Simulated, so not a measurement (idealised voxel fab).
Documented hereafter: the process module known as voxel double patterning.
Cross-section cut spans 240 nm and uses square cells 5 nm in size.
Each cross-section below is a grid of square cells, stated as bands in top-down order, with one or more rows of cells making up each band. Band: top height; bottom height; in nm. Then, left to right: material with width in nm, for each material. "edge to edge": a single material spanning edge to edge. "empty": empty space. Height datum 0, below which the as-received substrate wafer is one material. Lowest band open at the bottom, running downward: "top 0, no bottom". Think of "30->40" as a width that walks from the first number to the second as you go down the band, top row to bottom row, taking equal-sized steps from row to row. Step marked "everything unchanged"? Then no cell in the cross-section changed in it. "Encapsulated voids" - sealed voids, min. 8 cells, no opening to top; format: width x height at distance (distance from left edge; nm throughout). What comes after the settings on a step's line is commentary from the simulator itself on that step. If you see "overlay nm" on a step's line and that step has a mask, it's telling you how far right of where it was planned the mask ended up; a negative number means it went left instead.
plan:
1 RECEIVE,material Si
2 CONFORMAL_DEP,material SiO2,thk nm 5
3 DIRECTIONAL_DEP,material TiN,thk nm 20
4 DIRECTIONAL_DEP,material SiCN,thk nm 10
5 DIRECTIONAL_DEP,material aC,thk nm 10
6 PATTERN,tone open,mask id FIRST,material resist,width nm 15,pitch nm 50,thk nm 25,overlay nm 0
7 DIRECTIONAL_ETCH,etch materials aC,depth nm 10
8 STRIP,etch materials resist
9 DIRECTIONAL_ETCH,etch materials SiCN,depth nm 10
10 STRIP,etch materials aC
11 PATTERN,tone open,mask id SECOND,material resist,width nm 15,pitch nm 50,thk nm 20,overlay nm 0
12 DIRECTIONAL_ETCH,etch materials SiCN,depth nm 10
13 STRIP,etch materials resist
14 DIRECTIONAL_ETCH,etch materials TiN,depth nm 20
15 STRIP,etch materials SiCN
As-received state of the wafer in cross-section, equivalent to post-step 1:
    top 0, no bottom  Si edge to edge
    Encapsulated voids: none
First of two wafers: cross-section at end of module, run per plan:
    top 25, bottom 5  60 of TiN, then 15 of empty, then 10 of TiN, then 15 of empty, then 10 of TiN, then 15 of empty, then 10 of TiN, then 15 of empty, then 10 of TiN, then 15 of empty, then 65 of TiN
    top 5, bottom 0  SiO2 edge to edge
    top 0, no bottom  Si edge to edge
    Encapsulated voids: none
Wafer two, end of module, cross-section. Same start, same plan as wafer one. One mistake in the run:
    top 25, bottom 20  SiO2 edge to edge
    top 20, bottom 0  TiN edge to edge
    top 0, no bottom  Si edge to edge
    Encapsulated voids: none
What broke from the plan during processing? sequence error: steps 2 and 3 interchanged
The closing comparison, in cells, has the second wafer with more or fewer of some materials than the first: 60 more of TiN
